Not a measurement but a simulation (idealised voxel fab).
You're looking at the process module voxel local oxidation.
Cross-sectional view cut (width: 270 nm; square cell size: 5 nm).
In what follows, cross-sections appear as grids of square cells, described through bands that run from the top down, where every band is one or more rows of cells.
Band: top and bottom heights (nm) first, top before bottom; then materials from left to right, widths in nm. "all across" marks a sole material filling the band edge to edge. "blank" denotes empty space.
All heights in this document are referenced to 0, defined as the level beneath which the wafer, as received, consists entirely of one material. The lowest band is not bounded below; it extends indefinitely downward and is written in the form "z 0 and below".
Top row gets the first number, bottom row gets the second, and each row in between changes by the same step: that is how a band width like "30 to 40" works.
The cross-section has no changed cell in any step marked "changes: none".
Heads up: "Sealed internal cavities" only lists the empty pockets with no open path to the top that are 8 cells or more, and it writes them as width x height at distance, distance from the left edge, in nm.
It should be noted that, on the line of a given step, the content following the step's settings is a remark produced by the simulator itself with respect to that step.
Among the settings permitted on a step's line is "overlay nm"; applied to a step with a mask, it specifies the extent to which the mask lay to the right of its planned position, whereas a negative figure signifies a position to the left.

**Steps planned for the process**
1 RECEIVE with material Si
2 CONFORMAL_DEP with material SiO2, thk nm 5
3 CONFORMAL_DEP with material SiN, thk nm 15
4 PATTERN with tone cover, mask id ACTIVE, material resist, width nm 100, thk nm 20, overlay nm 0
5 DIRECTIONAL_ETCH with etch materials SiN, depth nm 15
6 STRIP with etch materials resist
7 SELECTIVE_ETCH with etch materials SiO2, depth nm 5
8 OXIDIZE with depth nm 10
9 STRIP with etch materials SiN

**Below: the first of two wafers, run as planned**

**This is the cross-section of the wafer as we received it, i.e. after step 1**
- z 0 and below = Si all across
- Sealed internal cavities: none

**after step 2**
- z 5 to 0 = SiO2 all across
- Nothing below the height 0 has changed.

**after step 3**
- z 20 to 5 = SiN all across
- Nothing below the height 5 has changed.

**after step 4**
- z 40 to 20 = 85 nm blank  100 nm resist  85 nm blank
- Nothing below the height 20 has changed.

**after step 5**
- z 40 to 20 = 85 nm blank  100 nm resist  85 nm blank
- z 20 to 5 = 85 nm blank  100 nm SiN  85 nm blank
- Nothing below the height 5 has changed.

**after step 6**
- z 20 to 5 = 85 nm blank  100 nm SiN  85 nm blank
- Nothing below the height 5 has changed.

**after step 7**
- z 20 to 5 = 85 nm blank  100 nm SiN  85 nm blank
- z 5 to 0 = 90 nm blank  90 nm SiO2  90 nm blank
- Nothing below the height 0 has changed.

**after step 8**
- z 20 to 5 = 85 nm blank  100 nm SiN  85 nm blank
- z 5 to 0 = 90 nm blank  90 nm SiO2  90 nm blank
- z 0 to -10 = 100 nm SiO2  70 nm Si  100 nm SiO2
- Nothing below the height -10 has changed.

**after step 9**
- z 5 to 0 = 90 nm blank  90 nm SiO2  90 nm blank
- Nothing below the height 0 has changed.

**What follows concerns the second wafer, which started out like the first and was meant to follow the very same plan; one mistake crept in when it was run, but everything up to and including step 8 is the same as for the first wafer**

**Cross-sectional representation of the second wafer at the time designated in the plan for the completion of step 9**
- z 0 to -10 = 100 nm blank  70 nm Si  100 nm blank
- Nothing below the height -10 has changed.
Diagnosis: step 9 deviated from plan and actually ran as STRIP with etch materials SiO2
Counted in cells at the end, the second wafer holds more or fewer of these materials than the first: 98 fewer of SiO2
